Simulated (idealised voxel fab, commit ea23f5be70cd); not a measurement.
Process module heading - voxel local oxidation
cross-section cut | 285 nm wide | cells 5 nm
Cross-section = grid of square cells, listed top down in bands; band = one or more rows.
Band: top height; bottom height; in nm. Then, left to right: material with width in nm, for each material. "edge to edge": a single material spanning edge to edge. "air": empty space.
Where do heights start? At 0: under that level the wafer as delivered is made of one material only. And the lowest band has no floor; it just carries on downward, as in "top 0, no bottom".
Think of "30->40" as a width that walks from the first number to the second as you go down the band, top row to bottom row, taking equal-sized steps from row to row.
Key: "nothing was modified" - step with no changed cell in the cross-section.
Enclosed voids (no open way to top), threshold 8 cells or more, entry "Closed void catalog", notation width x height at distance, distance from left edge, nm.
Where a step's line continues beyond its settings, the continuation is a remark by the simulator itself on that step.
overlay nm: where the mask lay relative to plan, measured to the right, on steps with a mask; negatives go left.

### The following list gives the planned process steps
1,RECEIVE with material Si
2,OXIDIZE with depth nm 5
3,CONFORMAL_DEP with material SiN, thk nm 10
4,DIRECTIONAL_DEP with material aC, thk nm 10
5,PATTERN with tone cover, mask id ACTIVE, material resist, width nm 100, thk nm 25, overlay nm 0
6,DIRECTIONAL_ETCH with etch materials aC, depth nm 10
7,STRIP with etch materials resist
8,DIRECTIONAL_ETCH with etch materials SiN, depth nm 10
9,STRIP with etch materials aC
10,SELECTIVE_ETCH with etch materials SiO2, depth nm 5
11,OXIDIZE with depth nm 10
12,STRIP with etch materials SiN

### Wafer at receipt (post step 1), cross-section
top 0, no bottom  Si edge to edge
Closed void catalog: none

### First of two wafers: cross-section at end of module, run per plan
top 0, bottom -5  95 air / 90 SiO2 / 100 air
top -5, bottom -15  105 SiO2 / 70 Si / 110 SiO2
top -15, no bottom  Si edge to edge
Closed void catalog: none

### Cross-section of the latter of the two wafers at module completion. It had an identical start and an identical plan to the former; in running it, one mistake was made
top 0, bottom -5  95 air / 95 SiO2 / 95 air
top -5, bottom -15  105 SiO2 / 75 Si / 105 SiO2
top -15, no bottom  Si edge to edge
Closed void catalog: none
Finding, execution versus plan: step 5 did not happen as planned, as run it was PATTERN with tone cover, mask id ACTIVE, material resist, width nm 105, thk nm 25, overlay nm 0
Cell-count delta at end, second wafer over first, by material: 2 more of Si; 1 fewer of SiO2
